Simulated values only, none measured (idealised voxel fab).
The process module presented herein is designated voxel self aligned contacts.
Each square cell in cross-section cut measures 5 nm, and the section as a whole is 225 nm wide.
Format of a cross-section: grid, square cells. Given as bands. Order: top down. Band: one or more rows of cells. Each band's line starts with the height of the band's top and of its bottom, in nm. Then come its materials from left to right, each with its width in nm. One material with "full width" fills the band from edge to edge. "air" is empty space. Height is counted from the level 0, under which the received wafer is composed throughout of one material. The lowest of the bands is not closed at the bottom but continues downward, in the notation "0 down". You'd read "30 to 40" like this: the band's top row of cells is as wide as the first number, its bottom row is as wide as the second, and going down, every row changes width by the same amount as the row before did. The designation "no modifications", where it is given for a processing step, indicates that no cell of the cross-section was altered in the course of that step. The label "Voids, fully enclosed" introduces a list of the empty spaces, 8 cells or larger, that have no open way up to the top; each entry in it reads width x height at distance, where the distance is taken from the left edge and all three are stated in nm. after a step's settings: what the simulator itself notes on the step. The setting "overlay nm" may be written on the line of a step. When the step uses a mask, the value reports how far to the right of the planned place the mask lay, and a negative value reports that it lay to the left.
### The steps planned for the process are as follows
- 1: RECEIVE with material Si
- 2: CONFORMAL_DEP with material SiO2, thk nm 5
- 3: DIRECTIONAL_DEP with material polySi, thk nm 30
- 4: DIRECTIONAL_DEP with material SiN, thk nm 20
- 5: PATTERN with tone cover, mask id GATE, material resist, width nm 25, pitch nm 60, thk nm 20, overlay nm 0
- 6: DIRECTIONAL_ETCH with etch materials SiN, depth nm 20
- 7: DIRECTIONAL_ETCH with etch materials polySi, depth nm 30
- 8: STRIP with etch materials resist
- 9: CONFORMAL_DEP with material SiN, thk nm 5
- 10: DIRECTIONAL_ETCH with etch materials SiN, depth nm 5
- 11: FILL_DEP with material SiO2, thk nm 15
- 12: CMP with height nm 60
- 13: MASKED_ETCH with tone open, mask id CONTACT, width nm 45, etch materials SiO2, depth nm 60, overlay nm 0
- 14: CONFORMAL_DEP with material TiN, thk nm 5
- 15: FILL_DEP with material Ru, thk nm 10
- 16: CMP with height nm 60
- 17: CONFORMAL_DEP with material SiCN, thk nm 5
### The cross-section here shows the wafer as received, i.e. in its state after step 1
- 0 down  Si full width
- Voids, fully enclosed: none
### Cross-section, end of module. Start: as above. Plan: as above. Execution: one mistake
- 65 to 60  SiCN full width
- 60 to 55  Ru 60 nm | TiN 30 nm | SiO2 45 nm | TiN 30 nm | Ru 60 nm
- 55 to 35  Ru 60 nm | TiN 5 nm | SiN 35 nm | SiO2 25 nm | SiN 35 nm | TiN 5 nm | Ru 60 nm
- 35 to 5  Ru 60 nm | TiN 5 nm | SiN 5 nm | polySi 25 nm | SiN 5 nm | SiO2 25 nm | SiN 5 nm | polySi 25 nm | SiN 5 nm | TiN 5 nm | Ru 60 nm
- 5 to 0  TiN 65 nm | SiO2 95 nm | TiN 65 nm
- 0 down  Si full width
- Voids, fully enclosed: none
Want to know what went wrong? step 13 changed vs plan, executed as MASKED_ETCH with tone cover, mask id CONTACT, width nm 45, etch materials SiO2, depth nm 60, overlay nm 0
